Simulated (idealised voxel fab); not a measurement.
Process module under the name voxel self aligned vias
Cross-section cut spans 260 nm and uses square cells 5 nm in size.
When this document writes out a cross-section, it uses a grid of square cells and lists it as bands, beginning at the top and moving down, with a band standing for one or more rows of cells. For a band, the entry starts with two heights in nm, that of the top and then that of the bottom, and carries on with the band's materials in order from left to right, each alongside its width in nm; the word "full width" beside a single material means it fills the band edge to edge, and "empty" means empty space. The reference from which all heights are counted is 0, the level beneath which the as-received wafer is entirely one material; the lowest band, having no lower bound, proceeds downward and is written after the example "from 0 down". You'd read "30->40" like this: the band's top row of cells is as wide as the first number, its bottom row is as wide as the second, and going down, every row changes width by the same amount as the row before did. A step reported as "same as before" is a step in which no cell of the cross-section changed. The label "Catalogued sealed voids" introduces a list of the empty spaces, 8 cells or larger, that have no open way up to the top; each entry in it reads width x height at distance, where the distance is taken from the left edge and all three are stated in nm. Read whatever lies past the settings on a step's line as the simulator's own remark about the step. If you see "overlay nm" on a step's line and that step has a mask, it's telling you how far right of where it was planned the mask ended up; a negative number means it went left instead.

-- Process steps (planned)
1. RECEIVE,material Si
2. CONFORMAL_DEP,material SiO2,thk nm 10
3. CONFORMAL_DEP,material SiCN,thk nm 5
4. DIRECTIONAL_DEP,material lowk,thk nm 30
5. MASKED_ETCH,tone open,mask id LINES,width nm 25,pitch nm 60,etch materials lowk,depth nm 30,overlay nm 0
6. CONFORMAL_DEP,material TiN,thk nm 5
7. FILL_DEP,material Ru,thk nm 10
8. CMP,height nm 45
9. SELECTIVE_ETCH,etch materials W Ru TiN,depth nm 5
10. FILL_DEP,material SiN,thk nm 5
11. CMP,height nm 45
12. DIRECTIONAL_DEP,material lowk,thk nm 15
13. PATTERN,tone open,mask id VIAS,material resist,width nm 35,pitch nm 60,thk nm 15,overlay nm 0
14. DIRECTIONAL_ETCH,etch materials lowk,depth nm 15
15. DIRECTIONAL_ETCH,etch materials SiN,depth nm 5
16. STRIP,etch materials resist
17. CONFORMAL_DEP,material TiN,thk nm 5
18. FILL_DEP,material Cu,thk nm 10
19. CMP,height nm 60
20. CONFORMAL_DEP,material SiCN,thk nm 5

-- First of two wafers: run as planned

-- Cross-section of the wafer upon arrival, representing the state reached after step 1
from 0 down = Si full width
Catalogued sealed voids: none

-- The following cross-section depicts the wafer upon completion of step 2
from 10 to 0 = SiO2 full width
Everything under 0 stays put, no change at all.

-- The following cross-section depicts the wafer upon completion of step 3
from 15 to 10 = SiCN full width
Everything under 10 stays put, no change at all.

-- The following cross-section depicts the wafer upon completion of step 4
from 45 to 15 = lowk full width
Everything under 15 stays put, no change at all.

-- The following cross-section depicts the wafer upon completion of step 5
from 45 to 15 = 55 lowk; 25 empty; 35 lowk; 25 empty; 35 lowk; 25 empty; 60 lowk
Everything under 15 stays put, no change at all.

-- The following cross-section depicts the wafer upon completion of step 6
from 50 to 45 = 60 TiN; 15 empty; 45 TiN; 15 empty; 45 TiN; 15 empty; 65 TiN
from 45 to 20 = 55 lowk; 5 TiN; 15 empty; 5 TiN; 35 lowk; 5 TiN; 15 empty; 5 TiN; 35 lowk; 5 TiN; 15 empty; 5 TiN; 60 lowk
from 20 to 15 = 55 lowk; 25 TiN; 35 lowk; 25 TiN; 35 lowk; 25 TiN; 60 lowk
Everything under 15 stays put, no change at all.

-- The following cross-section depicts the wafer upon completion of step 7
from 60 to 50 = Ru full width
from 50 to 45 = 60 TiN; 15 Ru; 45 TiN; 15 Ru; 45 TiN; 15 Ru; 65 TiN
from 45 to 20 = 55 lowk; 5 TiN; 15 Ru; 5 TiN; 35 lowk; 5 TiN; 15 Ru; 5 TiN; 35 lowk; 5 TiN; 15 Ru; 5 TiN; 60 lowk
Everything under 20 stays put, no change at all.

-- The following cross-section depicts the wafer upon completion of step 8
from 45 to 20 = 55 lowk; 5 TiN; 15 Ru; 5 TiN; 35 lowk; 5 TiN; 15 Ru; 5 TiN; 35 lowk; 5 TiN; 15 Ru; 5 TiN; 60 lowk
Everything under 20 stays put, no change at all.

-- The following cross-section depicts the wafer upon completion of step 9
from 45 to 40 = 55 lowk; 25 empty; 35 lowk; 25 empty; 35 lowk; 25 empty; 60 lowk
Everything under 40 stays put, no change at all.

-- The following cross-section depicts the wafer upon completion of step 10
from 50 to 45 = SiN full width
from 45 to 40 = 55 lowk; 25 SiN; 35 lowk; 25 SiN; 35 lowk; 25 SiN; 60 lowk
Everything under 40 stays put, no change at all.

-- The following cross-section depicts the wafer upon completion of step 11
from 45 to 40 = 55 lowk; 25 SiN; 35 lowk; 25 SiN; 35 lowk; 25 SiN; 60 lowk
Everything under 40 stays put, no change at all.

-- The following cross-section depicts the wafer upon completion of step 12
from 60 to 45 = lowk full width
Everything under 45 stays put, no change at all.

-- The following cross-section depicts the wafer upon completion of step 13
from 75 to 60 = 50 resist; 35 empty; 25 resist; 35 empty; 25 resist; 35 empty; 55 resist
Everything under 60 stays put, no change at all.

-- The following cross-section depicts the wafer upon completion of step 14
from 75 to 60 = 50 resist; 35 empty; 25 resist; 35 empty; 25 resist; 35 empty; 55 resist
from 60 to 45 = 50 lowk; 35 empty; 25 lowk; 35 empty; 25 lowk; 35 empty; 55 lowk
Everything under 45 stays put, no change at all.

-- The following cross-section depicts the wafer upon completion of step 15
from 75 to 60 = 50 resist; 35 empty; 25 resist; 35 empty; 25 resist; 35 empty; 55 resist
from 60 to 45 = 50 lowk; 35 empty; 25 lowk; 35 empty; 25 lowk; 35 empty; 55 lowk
from 45 to 40 = 55 lowk; 25 empty; 35 lowk; 25 empty; 35 lowk; 25 empty; 60 lowk
Everything under 40 stays put, no change at all.

-- The following cross-section depicts the wafer upon completion of step 16
from 60 to 45 = 50 lowk; 35 empty; 25 lowk; 35 empty; 25 lowk; 35 empty; 55 lowk
Everything under 45 stays put, no change at all.

-- The following cross-section depicts the wafer upon completion of step 17
from 65 to 60 = 55 TiN; 25 empty; 35 TiN; 25 empty; 35 TiN; 25 empty; 60 TiN
from 60 to 50 = 50 lowk; 5 TiN; 25 empty; 5 TiN; 25 lowk; 5 TiN; 25 empty; 5 TiN; 25 lowk; 5 TiN; 25 empty; 5 TiN; 55 lowk
from 50 to 45 = 50 lowk; 10 TiN; 15 empty; 10 TiN; 25 lowk; 10 TiN; 15 empty; 10 TiN; 25 lowk; 10 TiN; 15 empty; 10 TiN; 55 lowk
from 45 to 40 = 55 lowk; 25 TiN; 35 lowk; 25 TiN; 35 lowk; 25 TiN; 60 lowk
Everything under 40 stays put, no change at all.

-- The following cross-section depicts the wafer upon completion of step 18
from 75 to 65 = Cu full width
from 65 to 60 = 55 TiN; 25 Cu; 35 TiN; 25 Cu; 35 TiN; 25 Cu; 60 TiN
from 60 to 50 = 50 lowk; 5 TiN; 25 Cu; 5 TiN; 25 lowk; 5 TiN; 25 Cu; 5 TiN; 25 lowk; 5 TiN; 25 Cu; 5 TiN; 55 lowk
from 50 to 45 = 50 lowk; 10 TiN; 15 Cu; 10 TiN; 25 lowk; 10 TiN; 15 Cu; 10 TiN; 25 lowk; 10 TiN; 15 Cu; 10 TiN; 55 lowk
Everything under 45 stays put, no change at all.

-- The following cross-section depicts the wafer upon completion of step 19
from 60 to 50 = 50 lowk; 5 TiN; 25 Cu; 5 TiN; 25 lowk; 5 TiN; 25 Cu; 5 TiN; 25 lowk; 5 TiN; 25 Cu; 5 TiN; 55 lowk
Everything under 50 stays put, no change at all.

-- The following cross-section depicts the wafer upon completion of step 20
from 65 to 60 = SiCN full width
Everything under 60 stays put, no change at all.

-- Second wafer, same starting conditions and recipe as the first, one mistake in executing it, nothing differs from the first up to and including step 2

-- Second wafer, section view, time point: scheduled end of step 3
from 40 to 10 = lowk full width
Everything under 10 stays put, no change at all.

-- Second wafer, section view, time point: scheduled end of step 4
from 45 to 40 = SiCN full width
Everything under 40 stays put, no change at all.

Second wafer, section view, time point: scheduled end of step 5: same as before

-- Second wafer, section view, time point: scheduled end of step 6
from 50 to 45 = TiN full width
Everything under 45 stays put, no change at all.

-- Second wafer, section view, time point: scheduled end of step 7
from 60 to 50 = Ru full width
Everything under 50 stays put, no change at all.

-- Second wafer, section view, time point: scheduled end of step 8
from 45 to 40 = SiCN full width
Everything under 40 stays put, no change at all.

Second wafer, section view, time point: scheduled end of step 9: same as before

-- Second wafer, section view, time point: scheduled end of step 10
from 50 to 45 = SiN full width
Everything under 45 stays put, no change at all.

-- Second wafer, section view, time point: scheduled end of step 11
from 45 to 40 = SiCN full width
Everything under 40 stays put, no change at all.

-- Second wafer, section view, time point: scheduled end of step 12
from 60 to 45 = lowk full width
Everything under 45 stays put, no change at all.

-- Second wafer, section view, time point: scheduled end of step 13
from 75 to 60 = 50 resist; 35 empty; 25 resist; 35 empty; 25 resist; 35 empty; 55 resist
Everything under 60 stays put, no change at all.

-- Second wafer, section view, time point: scheduled end of step 14
from 75 to 60 = 50 resist; 35 empty; 25 resist; 35 empty; 25 resist; 35 empty; 55 resist
from 60 to 45 = 50 lowk; 35 empty; 25 lowk; 35 empty; 25 lowk; 35 empty; 55 lowk
Everything under 45 stays put, no change at all.

Second wafer, section view, time point: scheduled end of step 15: same as before

-- Second wafer, section view, time point: scheduled end of step 16
from 60 to 45 = 50 lowk; 35 empty; 25 lowk; 35 empty; 25 lowk; 35 empty; 55 lowk
Everything under 45 stays put, no change at all.

-- Second wafer, section view, time point: scheduled end of step 17
from 65 to 60 = 55 TiN; 25 empty; 35 TiN; 25 empty; 35 TiN; 25 empty; 60 TiN
from 60 to 50 = 50 lowk; 5 TiN; 25 empty; 5 TiN; 25 lowk; 5 TiN; 25 empty; 5 TiN; 25 lowk; 5 TiN; 25 empty; 5 TiN; 55 lowk
from 50 to 45 = 50 lowk; 35 TiN; 25 lowk; 35 TiN; 25 lowk; 35 TiN; 55 lowk
Everything under 45 stays put, no change at all.

-- Second wafer, section view, time point: scheduled end of step 18
from 75 to 65 = Cu full width
from 65 to 60 = 55 TiN; 25 Cu; 35 TiN; 25 Cu; 35 TiN; 25 Cu; 60 TiN
from 60 to 50 = 50 lowk; 5 TiN; 25 Cu; 5 TiN; 25 lowk; 5 TiN; 25 Cu; 5 TiN; 25 lowk; 5 TiN; 25 Cu; 5 TiN; 55 lowk
Everything under 50 stays put, no change at all.

-- Second wafer, section view, time point: scheduled end of step 19
from 60 to 50 = 50 lowk; 5 TiN; 25 Cu; 5 TiN; 25 lowk; 5 TiN; 25 Cu; 5 TiN; 25 lowk; 5 TiN; 25 Cu; 5 TiN; 55 lowk
Everything under 50 stays put, no change at all.

-- Second wafer, section view, time point: scheduled end of step 20
from 65 to 60 = SiCN full width
Everything under 60 stays put, no change at all.
The mistake made against the process plan was this: steps 3 and 4 swapped
At the finish, the second wafer shows more or fewer cells for some materials than the first does: Cu -9; Ru -36; TiN -45; lowk +90
